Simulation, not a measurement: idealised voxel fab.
Process module, titled voxel air gaps
It is cross-section cut that appears here, measuring 270 nm in width, its square cells being 5 nm in size.
Notation: cross-section as square-cell grid; stated in bands, top first, going down; one or more cell rows per band.
It is stipulated that each band's entry specify, in nanometres, the height of the top of the band and then that of its bottom, followed by the materials of the band in left-to-right sequence, each together with its width in nanometres. A single material marked by the word "full width" is understood to fill the band from edge to edge; the word "empty" is understood to denote empty space.
Height datum 0, below which the as-received substrate wafer is one material. Lowest band open at the bottom, running downward: "0 -> down".
It should be noted that a width expressed as "30->40" varies in equal increments from row to row of cells within the band, taking the value of the first number at the top row and that of the second number at the bottom row.
Given "remains unaltered" for a step, no cell of the cross-section differs between before and after that step.
Reported under the label "Tabulated closed voids" are the empty spaces having no open way to the top and comprising 8 cells or more; the notation for each is width x height at distance, in which the distance is measured from the left edge and all three values are in nm.
What comes after the settings on a step's line is commentary from the simulator itself on that step.
When a step includes a mask, the "overlay nm" setting on its line states how far to the right of its planned place that mask lay, and negative values state how far to the left.
The process steps that were planned are listed below:
1 RECEIVE | material Si
2 CONFORMAL_DEP | material SiO2 | thk nm 10
3 CONFORMAL_DEP | material SiN | thk nm 5
4 DIRECTIONAL_DEP | material SiO2 | thk nm 35
5 MASKED_ETCH | tone open | mask id LINES | width nm 20 | pitch nm 45 | etch materials SiO2 | depth nm 35 | overlay nm 0
6 CONFORMAL_DEP | material TiN | thk nm 5
7 FILL_DEP | material W | thk nm 5
8 CMP | height nm 50
9 EPI | material Ru | thk nm 10
10 SELECTIVE_ETCH | etch materials SiO2 | depth nm 45
11 CONFORMAL_DEP | material SiCN | thk nm 5
What follows covers the first of two wafers; it ran as planned:
Cross-section, incoming material, after step 1:
	0 -> down: Si full width
	Tabulated closed voids: none
How the wafer stands in section after step 2:
	10 -> 0: SiO2 full width
	Below 0, the layers are the same as they were.
How the wafer stands in section after step 3:
	15 -> 10: SiN full width
	Below 10, the layers are the same as they were.
How the wafer stands in section after step 4:
	50 -> 15: SiO2 full width
	Below 15, the layers are the same as they were.
How the wafer stands in section after step 5:
	50 -> 15: SiO2 55 nm, empty 20 nm, SiO2 25 nm, empty 20 nm, SiO2 25 nm, empty 20 nm, SiO2 25 nm, empty 20 nm, SiO2 60 nm
	Below 15, the layers are the same as they were.
How the wafer stands in section after step 6:
	55 -> 50: TiN 60 nm, empty 10 nm, TiN 35 nm, empty 10 nm, TiN 35 nm, empty 10 nm, TiN 35 nm, empty 10 nm, TiN 65 nm
	50 -> 20: SiO2 55 nm, TiN 5 nm, empty 10 nm, TiN 5 nm, SiO2 25 nm, TiN 5 nm, empty 10 nm, TiN 5 nm, SiO2 25 nm, TiN 5 nm, empty 10 nm, TiN 5 nm, SiO2 25 nm, TiN 5 nm, empty 10 nm, TiN 5 nm, SiO2 60 nm
	20 -> 15: SiO2 55 nm, TiN 20 nm, SiO2 25 nm, TiN 20 nm, SiO2 25 nm, TiN 20 nm, SiO2 25 nm, TiN 20 nm, SiO2 60 nm
	Below 15, the layers are the same as they were.
How the wafer stands in section after step 7:
	60 -> 55: W full width
	55 -> 50: TiN 60 nm, W 10 nm, TiN 35 nm, W 10 nm, TiN 35 nm, W 10 nm, TiN 35 nm, W 10 nm, TiN 65 nm
	50 -> 20: SiO2 55 nm, TiN 5 nm, W 10 nm, TiN 5 nm, SiO2 25 nm, TiN 5 nm, W 10 nm, TiN 5 nm, SiO2 25 nm, TiN 5 nm, W 10 nm, TiN 5 nm, SiO2 25 nm, TiN 5 nm, W 10 nm, TiN 5 nm, SiO2 60 nm
	Below 20, the layers are the same as they were.
How the wafer stands in section after step 8:
	50 -> 20: SiO2 55 nm, TiN 5 nm, W 10 nm, TiN 5 nm, SiO2 25 nm, TiN 5 nm, W 10 nm, TiN 5 nm, SiO2 25 nm, TiN 5 nm, W 10 nm, TiN 5 nm, SiO2 25 nm, TiN 5 nm, W 10 nm, TiN 5 nm, SiO2 60 nm
	Below 20, the layers are the same as they were.
How the wafer stands in section after step 9:
	60 -> 50: empty 45 nm, Ru 40 nm, empty 5 nm, Ru 40 nm, empty 5 nm, Ru 40 nm, empty 5 nm, Ru 40 nm, empty 50 nm
	Below 50, the layers are the same as they were.
How the wafer stands in section after step 10:
	60 -> 50: empty 45 nm, Ru 40 nm, empty 5 nm, Ru 40 nm, empty 5 nm, Ru 40 nm, empty 5 nm, Ru 40 nm, empty 50 nm
	50 -> 20: empty 55 nm, TiN 5 nm, W 10 nm, TiN 5 nm, empty 25 nm, TiN 5 nm, W 10 nm, TiN 5 nm, empty 25 nm, TiN 5 nm, W 10 nm, TiN 5 nm, empty 25 nm, TiN 5 nm, W 10 nm, TiN 5 nm, empty 60 nm
	20 -> 15: empty 55 nm, TiN 20 nm, empty 25 nm, TiN 20 nm, empty 25 nm, TiN 20 nm, empty 25 nm, TiN 20 nm, empty 60 nm
	Below 15, the layers are the same as they were.
How the wafer stands in section after step 11:
	65 -> 60: empty 40 nm, SiCN 185 nm, empty 45 nm
	60 -> 50: empty 40 nm, SiCN 5 nm, Ru 40 nm, SiCN 5 nm, Ru 40 nm, SiCN 5 nm, Ru 40 nm, SiCN 5 nm, Ru 40 nm, SiCN 5 nm, empty 45 nm
	50 -> 45: empty 40 nm, SiCN 15 nm, TiN 5 nm, W 10 nm, TiN 5 nm, SiCN 25 nm, TiN 5 nm, W 10 nm, TiN 5 nm, SiCN 25 nm, TiN 5 nm, W 10 nm, TiN 5 nm, SiCN 25 nm, TiN 5 nm, W 10 nm, TiN 5 nm, SiCN 15 nm, empty 45 nm
	45 -> 20: empty 50 nm, SiCN 5 nm, TiN 5 nm, W 10 nm, TiN 5 nm, SiCN 5 nm, empty 15 nm, SiCN 5 nm, TiN 5 nm, W 10 nm, TiN 5 nm, SiCN 5 nm, empty 15 nm, SiCN 5 nm, TiN 5 nm, W 10 nm, TiN 5 nm, SiCN 5 nm, empty 15 nm, SiCN 5 nm, TiN 5 nm, W 10 nm, TiN 5 nm, SiCN 5 nm, empty 55 nm
	20 -> 15: SiCN 55 nm, TiN 20 nm, SiCN 25 nm, TiN 20 nm, SiCN 25 nm, TiN 20 nm, SiCN 25 nm, TiN 20 nm, SiCN 60 nm
	Below 15, the layers are the same as they were.
	Tabulated closed voids: 15 x 25 at 80; 15 x 25 at 125; 15 x 25 at 170
Second wafer, same starting state and plan as the first, one mistake in the run, identical through step 4:
Second wafer shown in cross-section at the time step 5 was slated to end:
	50 -> 15: SiO2 50 nm, empty 30 nm, SiO2 15 nm, empty 30 nm, SiO2 15 nm, empty 30 nm, SiO2 15 nm, empty 30 nm, SiO2 55 nm
	Below 15, the layers are the same as they were.
Second wafer shown in cross-section at the time step 6 was slated to end:
	55 -> 50: TiN 55 nm, empty 20 nm, TiN 25 nm, empty 20 nm, TiN 25 nm, empty 20 nm, TiN 25 nm, empty 20 nm, TiN 60 nm
	50 -> 20: SiO2 50 nm, TiN 5 nm, empty 20 nm, TiN 5 nm, SiO2 15 nm, TiN 5 nm, empty 20 nm, TiN 5 nm, SiO2 15 nm, TiN 5 nm, empty 20 nm, TiN 5 nm, SiO2 15 nm, TiN 5 nm, empty 20 nm, TiN 5 nm, SiO2 55 nm
	20 -> 15: SiO2 50 nm, TiN 30 nm, SiO2 15 nm, TiN 30 nm, SiO2 15 nm, TiN 30 nm, SiO2 15 nm, TiN 30 nm, SiO2 55 nm
	Below 15, the layers are the same as they were.
Second wafer shown in cross-section at the time step 7 was slated to end:
	60 -> 55: W full width
	55 -> 50: TiN 55 nm, W 20 nm, TiN 25 nm, W 20 nm, TiN 25 nm, W 20 nm, TiN 25 nm, W 20 nm, TiN 60 nm
	50 -> 20: SiO2 50 nm, TiN 5 nm, W 20 nm, TiN 5 nm, SiO2 15 nm, TiN 5 nm, W 20 nm, TiN 5 nm, SiO2 15 nm, TiN 5 nm, W 20 nm, TiN 5 nm, SiO2 15 nm, TiN 5 nm, W 20 nm, TiN 5 nm, SiO2 55 nm
	Below 20, the layers are the same as they were.
Second wafer shown in cross-section at the time step 8 was slated to end:
	50 -> 20: SiO2 50 nm, TiN 5 nm, W 20 nm, TiN 5 nm, SiO2 15 nm, TiN 5 nm, W 20 nm, TiN 5 nm, SiO2 15 nm, TiN 5 nm, W 20 nm, TiN 5 nm, SiO2 15 nm, TiN 5 nm, W 20 nm, TiN 5 nm, SiO2 55 nm
	Below 20, the layers are the same as they were.
Second wafer shown in cross-section at the time step 9 was slated to end:
	60 -> 50: empty 40 nm, Ru 185 nm, empty 45 nm
	Below 50, the layers are the same as they were.
Second wafer shown in cross-section at the time step 10 was slated to end:
	60 -> 50: empty 40 nm, Ru 185 nm, empty 45 nm
	50 -> 20: empty 50 nm, TiN 5 nm, W 20 nm, TiN 5 nm, SiO2 15 nm, TiN 5 nm, W 20 nm, TiN 5 nm, SiO2 15 nm, TiN 5 nm, W 20 nm, TiN 5 nm, SiO2 15 nm, TiN 5 nm, W 20 nm, TiN 5 nm, empty 55 nm
	20 -> 15: empty 50 nm, TiN 30 nm, SiO2 15 nm, TiN 30 nm, SiO2 15 nm, TiN 30 nm, SiO2 15 nm, TiN 30 nm, empty 55 nm
	Below 15, the layers are the same as they were.
Second wafer shown in cross-section at the time step 11 was slated to end:
	65 -> 60: empty 35 nm, SiCN 195 nm, empty 40 nm
	60 -> 50: empty 35 nm, SiCN 5 nm, Ru 185 nm, SiCN 5 nm, empty 40 nm
	50 -> 45: empty 35 nm, SiCN 15 nm, TiN 5 nm, W 20 nm, TiN 5 nm, SiO2 15 nm, TiN 5 nm, W 20 nm, TiN 5 nm, SiO2 15 nm, TiN 5 nm, W 20 nm, TiN 5 nm, SiO2 15 nm, TiN 5 nm, W 20 nm, TiN 5 nm, SiCN 15 nm, empty 40 nm
	45 -> 20: empty 45 nm, SiCN 5 nm, TiN 5 nm, W 20 nm, TiN 5 nm, SiO2 15 nm, TiN 5 nm, W 20 nm, TiN 5 nm, SiO2 15 nm, TiN 5 nm, W 20 nm, TiN 5 nm, SiO2 15 nm, TiN 5 nm, W 20 nm, TiN 5 nm, SiCN 5 nm, empty 50 nm
	20 -> 15: SiCN 50 nm, TiN 30 nm, SiO2 15 nm, TiN 30 nm, SiO2 15 nm, TiN 30 nm, SiO2 15 nm, TiN 30 nm, SiCN 55 nm
	Below 15, the layers are the same as they were.
Diagnosis: step 5 did not use the planned setting and instead ran as MASKED_ETCH | tone open | mask id LINES | width nm 30 | pitch nm 45 | etch materials SiO2 | depth nm 35 | overlay nm 0
Wrapping up, a cell-based count of both wafers puts the second over or under the first for these materials: Ru: 10 more, SiCN: 66 fewer, SiO2: 63 more, TiN: 8 more, W: 48 more
By the end, 3 closed voids are present in the first wafer and 0 in the second.
